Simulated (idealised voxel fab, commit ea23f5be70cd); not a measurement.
A process module follows: voxel wiring stack.
For reference, the cross-section in this document is cut, with width 260 nm and square cells of 5 nm.
Cross-section = grid of square cells, listed top down in bands; band = one or more rows.
Top, bottom (nm), then materials left to right with widths (nm); lone material tagged "throughout" fills the whole band edge to edge; "blank" = empty space.
Height reference: 0 = level under which incoming wafer is all one material. Lowest band: no bottom, runs on downward, e.g. "from 0 down".
Note: "30..40" means the width goes from the first number (top row of the band) to the second number (bottom row) in equal steps per row of cells.
What does "left unchanged" mean for a step? It means no cell of the cross-section changed in that step.
You'll see "Fully closed voids" listing empty spaces that have no way open to the top, as long as they're 8 cells or more; the notation is width x height at distance, where the distance is from the left edge, and all of it is in nm.
Anything after a step's settings on that line? It's the simulator's own note about the step.
The optional step-line setting "overlay nm" applies to steps with a mask and quantifies how far to the right of its planned location the mask lay, a negative value indicating leftward placement.
THE PLANNED PROCESS STEPS ARE ENUMERATED HEREUNDER
- 1: RECEIVE, material Si
- 2: CONFORMAL_DEP, material SiO2, thk nm 15
- 3: CONFORMAL_DEP, material SiN, thk nm 5
- 4: DIRECTIONAL_DEP, material lowk, thk nm 25
- 5: DIRECTIONAL_DEP, material aC, thk nm 10
- 6: PATTERN, tone open, mask id METAL_1, material resist, width nm 25, pitch nm 40, thk nm 30, overlay nm 0
- 7: DIRECTIONAL_ETCH, etch materials aC, depth nm 10
- 8: STRIP, etch materials resist
- 9: DIRECTIONAL_ETCH, etch materials lowk, depth nm 25
- 10: DIRECTIONAL_ETCH, etch materials SiN, depth nm 5
- 11: STRIP, etch materials aC
- 12: CONFORMAL_DEP, material TiN, thk nm 5
- 13: FILL_DEP, material Ru, thk nm 10
- 14: CMP, height nm 45
- 15: EPI, material Ru, thk nm 5
- 16: FILL_DEP, material SiCN, thk nm 5
- 17: DIRECTIONAL_DEP, material lowk, thk nm 30
- 18: DIRECTIONAL_DEP, material aC, thk nm 10
- 19: PATTERN, tone open, mask id METAL_2_HOLES, material resist, width nm 15, pitch nm 40, thk nm 25, overlay nm 0
- 20: DIRECTIONAL_ETCH, etch materials aC, depth nm 10
- 21: STRIP, etch materials resist
- 22: DIRECTIONAL_ETCH, etch materials lowk, depth nm 30
- 23: STRIP, etch materials aC
- 24: PATTERN, tone open, mask id METAL_2, material resist, width nm 25, pitch nm 40, thk nm 15, overlay nm 0
- 25: DIRECTIONAL_ETCH, etch materials lowk, depth nm 15
- 26: DIRECTIONAL_ETCH, etch materials SiCN, depth nm 5
- 27: STRIP, etch materials resist
- 28: CONFORMAL_DEP, material TiN, thk nm 5
- 29: FILL_DEP, material Cu, thk nm 5
- 30: CMP, height nm 85
- 31: CONFORMAL_DEP, material SiN, thk nm 5
Wafers differ in width nm at step 19; plan lists the first wafer's value; identical starting state.
THIS IS HOW THE FIRST OF SEVERAL WAFERS LOOKED IN CROSS-SECTION WHEN IT ARRIVED, WHICH IS AFTER STEP 1
- from 0 down  Si throughout
- Fully closed voids: none
GAINED (+) OR LOST (-) CELLS OF EACH MATERIAL SINCE RECEIPT, THEN CLOSED VOIDS: ONE ROW PER WAFER, AT THE END OF THE MODULE
width nm 15 | +40 Cu | +88 Ru | +64 SiCN | +84 SiN | +156 SiO2 | +128 TiN | +376 lowk | Fully closed voids: none
width nm 20 | +56 Cu | +88 Ru | +60 SiCN | +84 SiN | +156 SiO2 | +128 TiN | +364 lowk | Fully closed voids: none
width nm 25 | +76 Cu | +88 Ru | +60 SiCN | +84 SiN | +156 SiO2 | +132 TiN | +340 lowk | Fully closed voids: none
